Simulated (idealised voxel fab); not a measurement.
process module | voxel ribs on slabs
cross-section cut | 285 nm wide | cells 5 nm
A cross-section is a grid of square cells, given in bands from the top down. A band is one or more rows of cells.
Each band's line starts with the height of the band's top and of its bottom, in nm. Then come its materials from left to right, each with its width in nm. One material with "throughout" fills the band from edge to edge. "air" is empty space.
Height 0 is the level under which the wafer as received is all one material. The lowest band goes on downwards, as in "0 down".
A width such as "30 to 40" changes by the same amount from each row of cells to the next, from the band's top row to its bottom row.
"no change" after a step means that no cell of the cross-section changed.
closed voids: empty space of 8 cells or more with no open way to the top, each as width x height at its distance from the left edge, in nm
after a step's settings: what the simulator itself notes on the step
overlay nm, on a step with a mask: how far to the right of its planned place the mask lay; to the left if negative
plan
1 op RECEIVE | material Si
2 op DIRECTIONAL_DEP | material SiO2 | thk nm 30
3 op DIRECTIONAL_DEP | material SiN | thk nm 15
4 op DIRECTIONAL_DEP | material aC | thk nm 10
5 op PATTERN | tone cover | mask id RIB | material resist | width nm 15 | thk nm 25 | overlay nm 0
6 op DIRECTIONAL_ETCH | etch materials aC | depth nm 10
7 op STRIP | etch materials resist
8 op DIRECTIONAL_ETCH | etch materials SiN | depth nm 10
9 op STRIP | etch materials aC
10 op PATTERN | tone cover | mask id SLAB | material resist | width nm 45 | thk nm 15 | overlay nm 0
11 op DIRECTIONAL_ETCH | etch materials SiN | depth nm 5
12 op STRIP | etch materials resist
13 op FILL_DEP | material SiO2 | thk nm 25
14 op CMP | height nm 65
15 op DIRECTIONAL_DEP | material W | thk nm 5
16 op MASKED_ETCH | tone cover | mask id HEATER | width nm 25 | etch materials W | depth nm 5 | overlay nm 0
17 op CONFORMAL_DEP | material SiO2 | thk nm 5
as received, after step 1
  0 down: Si throughout
  closed voids: none
first wafer at the end, as planned
  75 to 70: air 125 | SiO2 35 | air 125
  70 to 65: SiO2 130 | W 25 | SiO2 130
  65 to 45: SiO2 throughout
  45 to 35: SiO2 135 | SiN 15 | SiO2 135
  35 to 30: SiO2 120 | SiN 45 | SiO2 120
  30 to 0: SiO2 throughout
  0 down: Si throughout
  closed voids: none
second wafer at the end: like start, like plan, one mistake
  75 to 70: SiO2 135 | air 15 | SiO2 135
  70 to 65: W 130 | SiO2 25 | W 130
  65 to 45: SiO2 throughout
  45 to 35: SiO2 135 | SiN 15 | SiO2 135
  35 to 30: SiO2 120 | SiN 45 | SiO2 120
  30 to 0: SiO2 throughout
  0 down: Si throughout
  closed voids: none
what went wrong: step 16 ran as: op MASKED_ETCH | tone open | mask id HEATER | width nm 25 | etch materials W | depth nm 5 | overlay nm 0
at the end the second wafer has, in cells: 47 more of W
